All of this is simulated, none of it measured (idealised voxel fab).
Herein follows the process module entitled voxel capacitor over wiring.
The cross-section on display is named cut; it measures 230 nm wide, and its cells are 5 nm squares.
For the purposes of this document, a cross-section shall be understood as a grid of square cells, specified as bands listed in top-to-bottom order, each band consisting of one or more rows of cells. Within each band entry, the heights of the top and of the bottom of the band appear first, in that order and in nm; the materials of the band then follow from left to right, each with its corresponding width in nm. The designation "edge to edge" on a single material indicates that it fills the band from edge to edge; the designation "blank" indicates empty space. Below 0: as-received wafer, all one material; heights counted from there. Lowest band: no bottom, goes on down, written "z 0 and below". It should be noted that a width expressed as "30..40" varies in equal increments from row to row of cells within the band, taking the value of the first number at the top row and that of the second number at the bottom row. The cross-section has no changed cell in any step marked "no alterations made". In "Closed-off voids" the enclosed voids are listed, meaning empty spaces of 8 cells or larger without any opening to the top. The form is width x height at distance, distance from the left edge, units nm. Post-settings text on a step line: simulator's own remark regarding the step. When a step includes a mask, the "overlay nm" setting on its line states how far to the right of its planned place that mask lay, and negative values state how far to the left.

Plan:
- 1: RECEIVE: material Si
- 2: CONFORMAL_DEP: material SiO2, thk nm 10
- 3: CONFORMAL_DEP: material SiN, thk nm 5
- 4: DIRECTIONAL_DEP: material SiO2, thk nm 25
- 5: DIRECTIONAL_DEP: material aC, thk nm 10
- 6: PATTERN: tone open, mask id METAL_1, material resist, width nm 20, pitch nm 90, thk nm 30, overlay nm 0
- 7: DIRECTIONAL_ETCH: etch materials aC, depth nm 10
- 8: STRIP: etch materials resist
- 9: DIRECTIONAL_ETCH: etch materials SiO2, depth nm 25
- 10: DIRECTIONAL_ETCH: etch materials SiN, depth nm 5
- 11: STRIP: etch materials aC
- 12: CONFORMAL_DEP: material TiN, thk nm 5
- 13: FILL_DEP: material Cu, thk nm 5
- 14: CMP: height nm 40
- 15: CONFORMAL_DEP: material SiCN, thk nm 5
- 16: DIRECTIONAL_DEP: material lowk, thk nm 20
- 17: DIRECTIONAL_DEP: material aC, thk nm 10
- 18: PATTERN: tone open, mask id PLUG_1, material resist, width nm 15, thk nm 25, overlay nm 0
- 19: DIRECTIONAL_ETCH: etch materials aC, depth nm 10
- 20: STRIP: etch materials resist
- 21: DIRECTIONAL_ETCH: etch materials lowk, depth nm 20
- 22: DIRECTIONAL_ETCH: etch materials SiCN, depth nm 5
- 23: STRIP: etch materials aC
- 24: CONFORMAL_DEP: material TiN, thk nm 5
- 25: FILL_DEP: material W, thk nm 10
- 26: CMP: height nm 65
- 27: DIRECTIONAL_DEP: material TiN, thk nm 10
- 28: DIRECTIONAL_DEP: material HfO2, thk nm 5
- 29: DIRECTIONAL_DEP: material TiN, thk nm 5
- 30: DIRECTIONAL_DEP: material aC, thk nm 15
- 31: PATTERN: tone cover, mask id UPPER_PLATE, material resist, width nm 65, thk nm 35, overlay nm 0
- 32: DIRECTIONAL_ETCH: etch materials aC, depth nm 15
- 33: STRIP: etch materials resist
- 34: DIRECTIONAL_ETCH: etch materials TiN, depth nm 5
- 35: DIRECTIONAL_ETCH: etch materials HfO2, depth nm 5
- 36: STRIP: etch materials aC
- 37: PATTERN: tone cover, mask id LOWER_PLATE, material resist, width nm 85, thk nm 20, overlay nm 0
- 38: DIRECTIONAL_ETCH: etch materials TiN, depth nm 10
- 39: STRIP: etch materials resist
- 40: FILL_DEP: material SiO2, thk nm 15
- 41: CMP: height nm 95
- 42: MASKED_ETCH: tone open, mask id PLUG_2, width nm 15, etch materials SiO2, depth nm 10, overlay nm 0
- 43: CONFORMAL_DEP: material TiN, thk nm 5
- 44: FILL_DEP: material W, thk nm 10
- 45: CMP: height nm 95
- 46: CONFORMAL_DEP: material SiN, thk nm 5
For clarity, it should be stated that the wafers under discussion commence in an identical condition and differ with respect to the width nm of step 31, the plan indicating the value that the first wafer had.

The first of several wafers in cross-section, exactly as it reached us after step 1:
> z 0 and below | Si edge to edge
> Closed-off voids: none

First of several wafers: cross-section at the end of the module, after step 46, its last step:
> z 100 to 95 | SiN edge to edge
> z 95 to 90 | SiO2: 75 | TiN: 5 | W: 5 | TiN: 5 | SiO2: 140
> z 90 to 80 | SiO2: 75..70 | TiN: 15..65 | SiO2: 140..95
> z 80 to 75 | SiO2: 70 | HfO2: 65 | SiO2: 95
> z 75 to 65 | SiO2: 60 | TiN: 85 | SiO2: 85
> z 65 to 45 | lowk: 65 | TiN: 5 | W: 5 | TiN: 5 | lowk: 150
> z 45 to 40 | SiCN: 65 | TiN: 15 | SiCN: 150
> z 40 to 15 | SiO2: 60 | TiN: 5 | Cu: 10 | TiN: 5 | SiO2: 70 | TiN: 5 | Cu: 10 | TiN: 5 | SiO2: 60
> z 15 to 10 | SiN: 60 | TiN: 20 | SiN: 70 | TiN: 20 | SiN: 60
> z 10 to 0 | SiO2 edge to edge
> z 0 and below | Si edge to edge
> Closed-off voids: none

The module's end: a cross-section of the last wafer:
> z 100 to 95 | SiN edge to edge
> z 95 to 90 | SiO2: 75 | TiN: 5 | W: 5 | TiN: 5 | SiO2: 140
> z 90 to 80 | SiO2: 75..60 | TiN: 15..85 | SiO2: 140..85
> z 80 to 75 | SiO2: 60 | HfO2: 90 | SiO2: 80
> z 75 to 65 | SiO2: 60 | TiN: 90 | SiO2: 80
> z 65 to 45 | lowk: 65 | TiN: 5 | W: 5 | TiN: 5 | lowk: 150
> z 45 to 40 | SiCN: 65 | TiN: 15 | SiCN: 150
> z 40 to 15 | SiO2: 60 | TiN: 5 | Cu: 10 | TiN: 5 | SiO2: 70 | TiN: 5 | Cu: 10 | TiN: 5 | SiO2: 60
> z 15 to 10 | SiN: 60 | TiN: 20 | SiN: 70 | TiN: 20 | SiN: 60
> z 10 to 0 | SiO2 edge to edge
> z 0 and below | Si edge to edge
> Closed-off voids: none

Per wafer (row), end of module: delta in cells per material since receipt, (+) for gained, (-) for lost; closed voids after that:
width nm 65, +20 Cu, +13 HfO2, +43 SiCN, +84 SiN, +492 SiO2, +91 TiN, +5 W, +172 lowk, Closed-off voids: none
width nm 70, +20 Cu, +14 HfO2, +43 SiCN, +84 SiN, +490 SiO2, +92 TiN, +5 W, +172 lowk, Closed-off voids: none
width nm 75, +20 Cu, +15 HfO2, +43 SiCN, +84 SiN, +488 SiO2, +93 TiN, +5 W, +172 lowk, Closed-off voids: none
width nm 80, +20 Cu, +16 HfO2, +43 SiCN, +84 SiN, +486 SiO2, +94 TiN, +5 W, +172 lowk, Closed-off voids: none
width nm 85, +20 Cu, +17 HfO2, +43 SiCN, +84 SiN, +484 SiO2, +95 TiN, +5 W, +172 lowk, Closed-off voids: none
width nm 90, +20 Cu, +18 HfO2, +43 SiCN, +84 SiN, +481 SiO2, +97 TiN, +5 W, +172 lowk, Closed-off voids: none
